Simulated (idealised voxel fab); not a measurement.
process module | voxel self aligned contacts
cross-section cut | 190 nm wide | cells 5 nm
A cross-section is a grid of square cells, given in bands from the top down. A band is one or more rows of cells.
Each band's line starts with the height of the band's top and of its bottom, in nm. Then come its materials from left to right, each with its width in nm. One material with "throughout" fills the band from edge to edge. "air" is empty space.
Height 0 is the level under which the wafer as received is all one material. The lowest band goes on downwards, as in "0 down".
A width such as "30 to 40" changes by the same amount from each row of cells to the next, from the band's top row to its bottom row.
"no change" after a step means that no cell of the cross-section changed.
closed voids: empty space of 8 cells or more with no open way to the top, each as width x height at its distance from the left edge, in nm
after a step's settings: what the simulator itself notes on the step
overlay nm, on a step with a mask: how far to the right of its planned place the mask lay; to the left if negative
plan
1 op RECEIVE | material Si
2 op OXIDIZE | depth nm 5
3 op DIRECTIONAL_DEP | material polySi | thk nm 25
4 op DIRECTIONAL_DEP | material SiN | thk nm 25
5 op PATTERN | tone cover | mask id GATE | material resist | width nm 35 | pitch nm 80 | thk nm 20 | overlay nm 0
6 op DIRECTIONAL_ETCH | etch materials SiN | depth nm 25
7 op DIRECTIONAL_ETCH | etch materials polySi | depth nm 25
8 op STRIP | etch materials resist
9 op CONFORMAL_DEP | material SiN | thk nm 10
10 op DIRECTIONAL_ETCH | etch materials SiN | depth nm 10
11 op FILL_DEP | material SiO2 | thk nm 10
12 op CMP | height nm 55
13 op DIRECTIONAL_DEP | material aC | thk nm 15
14 op PATTERN | tone open | mask id CONTACT | material resist | width nm 55 | thk nm 35 | overlay nm 0
15 op DIRECTIONAL_ETCH | etch materials aC | depth nm 15
16 op STRIP | etch materials resist
17 op DIRECTIONAL_ETCH | etch materials SiO2 | depth nm 60
18 op STRIP | etch materials aC
19 op CONFORMAL_DEP | material TiN | thk nm 5
20 op FILL_DEP | material Ru | thk nm 5
21 op CMP | height nm 55
22 op CONFORMAL_DEP | material SiN | thk nm 5
as received, after step 1
  0 down: Si throughout
  closed voids: none
first wafer at the end, as planned
  60 to 55: SiN throughout
  55 to 50: SiO2 65 | TiN 20 | Ru 15 | TiN 20 | SiO2 70
  50 to 25: SiO2 25 | SiN 55 | TiN 5 | Ru 15 | TiN 5 | SiN 55 | SiO2 30
  25 to 0: SiO2 25 | SiN 10 | polySi 35 | SiN 10 | TiN 5 | Ru 15 | TiN 5 | SiN 10 | polySi 35 | SiN 10 | SiO2 30
  0 to -5: SiO2 80 | TiN 25 | SiO2 85
  -5 down: Si throughout
  closed voids: none
second wafer at the end: like start, like plan, one mistake
  60 to 55: SiN throughout
  55 to 50: Ru 20 | TiN 45 | SiO2 55 | TiN 45 | Ru 25
  50 to 25: Ru 20 | TiN 5 | SiN 55 | SiO2 25 | SiN 55 | TiN 5 | Ru 25
  25 to 0: Ru 20 | TiN 5 | SiN 10 | polySi 35 | SiN 10 | SiO2 25 | SiN 10 | polySi 35 | SiN 10 | TiN 5 | Ru 25
  0 to -5: TiN 25 | SiO2 135 | TiN 30
  -5 down: Si throughout
  closed voids: none
what went wrong: step 14 ran as: op PATTERN | tone cover | mask id CONTACT | material resist | width nm 55 | thk nm 35 | overlay nm 0
at the end the second wafer has, in cells: 66 more of Ru | 82 fewer of SiO2 | 16 more of TiN
